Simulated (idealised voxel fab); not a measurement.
The document below concerns the process module designated voxel local oxidation.
Cross-section cut: width 165 nm, square cells of 5 nm.
The cross-sections in this document take the form of a grid made of square cells. They are written out as bands, in order from top to bottom. Each band consists of one or more rows of cells.
Band: top and bottom heights (nm) first, top before bottom; then materials from left to right, widths in nm. "edge to edge" marks a sole material filling the band edge to edge. "blank" denotes empty space.
Beneath 0, the wafer as received is one material, and that level is where height counting begins. The lowest band goes on downward without a bottom; it is written like "0..down".
The expression "30->40" gives the width at the extremes of the band, the first number at its top row of cells and the second at its bottom row, with the width changing by equal amounts from each row to the next in between.
Where a step carries "stayed the same", the cross-section came out of it unchanged, cell for cell.
"Closed void catalog" enumerates empty spaces isolated from the top, with no open way to it, that contain at least 8 cells, giving each as width x height at distance from the left edge, all three in nm.
It should be noted that, on the line of a given step, the content following the step's settings is a remark produced by the simulator itself with respect to that step.
When a step includes a mask, the "overlay nm" setting on its line states how far to the right of its planned place that mask lay, and negative values state how far to the left.
Note: before/after cross-section pairs follow, one process step per pair, after-side truncated at the lowest changed band, step and settings given beneath. Different runs of this module on the same starting wafer may supply the pairs; a pair continues the one above only where the "Ex-ante state" entry says so.

Ex-ante state:
    0..down  Si edge to edge
    Closed void catalog: none

Sectional View, Post-Process:
    0..-5  SiO2 edge to edge
    Nothing below the height -5 has changed.
    Closed void catalog: none
The structure goes from the before cross-section above to the after cross-section through OXIDIZE,depth nm 5

Ex-ante state: look at the pair above, its after cross-section is where this step starts.

Sectional View, Post-Process:
    10..0  SiN edge to edge
    Nothing below the height 0 has changed.
    Closed void catalog: none
The structure goes from the before cross-section above to the after cross-section through CONFORMAL_DEP,material SiN,thk nm 10

Ex-ante state: look at the pair above, its after cross-section is where this step starts.

Sectional View, Post-Process:
    10..0  25 nm blank  110 nm SiN  30 nm blank
    Nothing below the height 0 has changed.
    Closed void catalog: none
The structure goes from the before cross-section above to the after cross-section through MASKED_ETCH,tone cover,mask id ACTIVE,width nm 110,etch materials SiN,depth nm 10,overlay nm 0

Ex-ante state: look at the pair above, its after cross-section is where this step starts.

Sectional View, Post-Process:
    10..0  25 nm blank  110 nm SiN  30 nm blank
    0..-5  30 nm blank  100 nm SiO2  35 nm blank
    Nothing below the height -5 has changed.
    Closed void catalog: none
The structure goes from the before cross-section above to the after cross-section through SELECTIVE_ETCH,etch materials SiO2,depth nm 5

Ex-ante state: look at the pair above, its after cross-section is where this step starts.

Sectional View, Post-Process:
    10..0  25 nm blank  110 nm SiN  30 nm blank
    0..-5  30 nm blank  100 nm SiO2  35 nm blank
    -5..-20  45 nm SiO2  70 nm Si  50 nm SiO2
    Nothing below the height -20 has changed.
    Closed void catalog: none
The structure goes from the before cross-section above to the after cross-section through OXIDIZE,depth nm 15

Ex-ante state: look at the pair above, its after cross-section is where this step starts.

Sectional View, Post-Process:
    0..-5  30 nm blank  100 nm SiO2  35 nm blank
    Nothing below the height -5 has changed.
    Closed void catalog: none
The structure goes from the before cross-section above to the after cross-section through STRIP,etch materials SiN

Ex-ante state:
    0..-5  SiO2 edge to edge
    -5..down  Si edge to edge
    Closed void catalog: none

Sectional View, Post-Process:
    -5..down  Si edge to edge
    Closed void catalog: none
The structure goes from the before cross-section above to the after cross-section through SELECTIVE_ETCH,etch materials SiO2,depth nm 5

Ex-ante state: look at the pair above, its after cross-section is where this step starts.

Sectional View, Post-Process:
    -5..-20  SiO2 edge to edge
    Nothing below the height -20 has changed.
    Closed void catalog: none
The structure goes from the before cross-section above to the after cross-section through OXIDIZE,depth nm 15

Ex-ante state:
    10..0  25 nm blank  110 nm SiN  30 nm blank
    0..-5  30 nm blank  100 nm SiO2  35 nm blank
    -5..down  Si edge to edge
    Closed void catalog: none

Sectional View, Post-Process:
    0..-5  30 nm blank  100 nm SiO2  35 nm blank
    Nothing below the height -5 has changed.
    Closed void catalog: none
The structure goes from the before cross-section above to the after cross-section through STRIP,etch materials SiN

Ex-ante state: look at the pair above, its after cross-section is where this step starts.

Sectional View, Post-Process:
    0..-5  30 nm blank  100 nm SiO2  35 nm blank
    -5..-20  45 nm SiO2  70 nm Si  50 nm SiO2
    Nothing below the height -20 has changed.
    Closed void catalog: none
The structure goes from the before cross-section above to the after cross-section through OXIDIZE,depth nm 15

Ex-ante state:
    10..0  25 nm blank  110 nm SiN  30 nm blank
    0..-5  SiO2 edge to edge
    -5..down  Si edge to edge
    Closed void catalog: none

Sectional View, Post-Process:
    10..0  25 nm blank  110 nm SiN  30 nm blank
    0..-5  40 nm blank  80 nm SiO2  45 nm blank
    Nothing below the height -5 has changed.
    Closed void catalog: none
The structure goes from the before cross-section above to the after cross-section through SELECTIVE_ETCH,etch materials SiO2,depth nm 15

Ex-ante state: look at the pair above, its after cross-section is where this step starts.

Sectional View, Post-Process:
    10..0  25 nm blank  110 nm SiN  30 nm blank
    0..-5  40 nm blank  80 nm SiO2  45 nm blank
    -5..-20  55 nm SiO2  50 nm Si  60 nm SiO2
    Nothing below the height -20 has changed.
    Closed void catalog: none
The structure goes from the before cross-section above to the after cross-section through OXIDIZE,depth nm 15

Ex-ante state: look at the pair above, its after cross-section is where this step starts.

Sectional View, Post-Process:
    0..-5  40 nm blank  80 nm SiO2  45 nm blank
    Nothing below the height -5 has changed.
    Closed void catalog: none
The structure goes from the before cross-section above to the after cross-section through STRIP,etch materials SiN

Ex-ante state:
    10..0  SiN edge to edge
    0..-5  SiO2 edge to edge
    -5..down  Si edge to edge
    Closed void catalog: none

Sectional View, Post-Process:
    10..0  30 nm blank  105 nm SiN  30 nm blank
    Nothing below the height 0 has changed.
    Closed void catalog: none
The structure goes from the before cross-section above to the after cross-section through MASKED_ETCH,tone cover,mask id ACTIVE,width nm 105,etch materials SiN,depth nm 10,overlay nm 0

Ex-ante state: look at the pair above, its after cross-section is where this step starts.

Sectional View, Post-Process:
    10..0  30 nm blank  105 nm SiN  30 nm blank
    0..-5  35 nm blank  95 nm SiO2  35 nm blank
    Nothing below the height -5 has changed.
    Closed void catalog: none
The structure goes from the before cross-section above to the after cross-section through SELECTIVE_ETCH,etch materials SiO2,depth nm 5

Ex-ante state: look at the pair above, its after cross-section is where this step starts.

Sectional View, Post-Process:
    10..0  30 nm blank  105 nm SiN  30 nm blank
    0..-5  35 nm blank  95 nm SiO2  35 nm blank
    -5..-20  50 nm SiO2  65 nm Si  50 nm SiO2
    Nothing below the height -20 has changed.
    Closed void catalog: none
The structure goes from the before cross-section above to the after cross-section through OXIDIZE,depth nm 15

Ex-ante state: look at the pair above, its after cross-section is where this step starts.

Sectional View, Post-Process:
    0..-5  35 nm blank  95 nm SiO2  35 nm blank
    Nothing below the height -5 has changed.
    Closed void catalog: none
The structure goes from the before cross-section above to the after cross-section through STRIP,etch materials SiN

Ex-ante state:
    10..0  SiN edge to edge
    0..-5  SiO2 edge to edge
    -5..down  Si edge to edge
    Closed void catalog: none

Sectional View, Post-Process:
    10..0  15 nm blank  110 nm SiN  40 nm blank
    Nothing below the height 0 has changed.
    Closed void catalog: none
The structure goes from the before cross-section above to the after cross-section through MASKED_ETCH,tone cover,mask id ACTIVE,width nm 110,etch materials SiN,depth nm 10,overlay nm -10

Ex-ante state: look at the pair above, its after cross-section is where this step starts.

Sectional View, Post-Process:
    10..0  15 nm blank  110 nm SiN  40 nm blank
    0..-5  20 nm blank  100 nm SiO2  45 nm blank
    Nothing below the height -5 has changed.
    Closed void catalog: none
The structure goes from the before cross-section above to the after cross-section through SELECTIVE_ETCH,etch materials SiO2,depth nm 5

Ex-ante state: look at the pair above, its after cross-section is where this step starts.

Sectional View, Post-Process:
    10..0  15 nm blank  110 nm SiN  40 nm blank
    0..-5  20 nm blank  100 nm SiO2  45 nm blank
    -5..-20  35 nm SiO2  70 nm Si  60 nm SiO2
    Nothing below the height -20 has changed.
    Closed void catalog: none
The structure goes from the before cross-section above to the after cross-section through OXIDIZE,depth nm 15

Ex-ante state: look at the pair above, its after cross-section is where this step starts.

Sectional View, Post-Process:
    0..-5  20 nm blank  100 nm SiO2  45 nm blank
    Nothing below the height -5 has changed.
    Closed void catalog: none
The structure goes from the before cross-section above to the after cross-section through STRIP,etch materials SiN

Ex-ante state:
    10..0  25 nm blank  110 nm SiN  30 nm blank
    0..-5  30 nm blank  100 nm SiO2  35 nm blank
    -5..-20  45 nm SiO2  70 nm Si  50 nm SiO2
    -20..down  Si edge to edge
    Closed void catalog: none

Sectional View, Post-Process:
    -5..-20  45 nm blank  70 nm Si  50 nm blank
    Nothing below the height -20 has changed.
    Closed void catalog: none
The structure goes from the before cross-section above to the after cross-section through STRIP,etch materials SiO2

Ex-ante state:
    10..0  SiN edge to edge
    0..-5  SiO2 edge to edge
    -5..down  Si edge to edge
    Closed void catalog: none

Sectional View, Post-Process:
    10..0  25 nm SiN  110 nm blank  30 nm SiN
    Nothing below the height 0 has changed.
    Closed void catalog: none
The structure goes from the before cross-section above to the after cross-section through MASKED_ETCH,tone open,mask id ACTIVE,width nm 110,etch materials SiN,depth nm 10,overlay nm 0

Ex-ante state: look at the pair above, its after cross-section is where this step starts.

Sectional View, Post-Process:
    10..0  25 nm SiN  110 nm blank  30 nm SiN
    0..-5  20 nm SiO2  120 nm blank  25 nm SiO2
    Nothing below the height -5 has changed.
    Closed void catalog: none
The structure goes from the before cross-section above to the after cross-section through SELECTIVE_ETCH,etch materials SiO2,depth nm 5

Ex-ante state: look at the pair above, its after cross-section is where this step starts.

Sectional View, Post-Process:
    10..0  25 nm SiN  110 nm blank  30 nm SiN
    0..-5  20 nm SiO2  120 nm blank  25 nm SiO2
    -5..-20  5 nm Si  150 nm SiO2  10 nm Si
    Nothing below the height -20 has changed.
    Closed void catalog: none
The structure goes from the before cross-section above to the after cross-section through OXIDIZE,depth nm 15

Ex-ante state: look at the pair above, its after cross-section is where this step starts.

Sectional View, Post-Process:
    0..-5  20 nm SiO2  120 nm blank  25 nm SiO2
    Nothing below the height -5 has changed.
    Closed void catalog: none
The structure goes from the before cross-section above to the after cross-section through STRIP,etch materials SiN
